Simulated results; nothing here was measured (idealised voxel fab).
process module | voxel double patterning
cross-section cut | 250 nm wide | cells 5 nm
A cross-section is a grid of square cells, given in bands from the top down. A band is one or more rows of cells.
Each band's line starts with the height of the band's top and of its bottom, in nm. Then come its materials from left to right, each with its width in nm. One material with "throughout" fills the band from edge to edge. "air" is empty space.
Height 0 is the level under which the wafer as received is all one material. The lowest band goes on downwards, as in "0 down".
A width such as "30 to 40" changes by the same amount from each row of cells to the next, from the band's top row to its bottom row.
"no change" after a step means that no cell of the cross-section changed.
closed voids: empty space of 8 cells or more with no open way to the top, each as width x height at its distance from the left edge, in nm
after a step's settings: what the simulator itself notes on the step
overlay nm, on a step with a mask: how far to the right of its planned place the mask lay; to the left if negative
plan
1 op RECEIVE | material Si
2 op CONFORMAL_DEP | material SiO2 | thk nm 10
3 op DIRECTIONAL_DEP | material W | thk nm 15
4 op DIRECTIONAL_DEP | material SiN | thk nm 10
5 op MASKED_ETCH | tone open | mask id FIRST | width nm 15 | pitch nm 50 | etch materials SiN | depth nm 10 | overlay nm 0
6 op MASKED_ETCH | tone open | mask id SECOND | width nm 15 | etch materials SiN | depth nm 10 | overlay nm 0
7 op DIRECTIONAL_ETCH | etch materials W | depth nm 15
8 op STRIP | etch materials SiN
as received, after step 1
  0 down: Si throughout
  closed voids: none
a wafer at the end: this start, this plan, one mistake
  15 to 0: W 90 | air 15 | W 10 | air 15 | W 10 | air 15 | W 95
  0 down: Si throughout
  closed voids: none
what went wrong: step 2 was left out
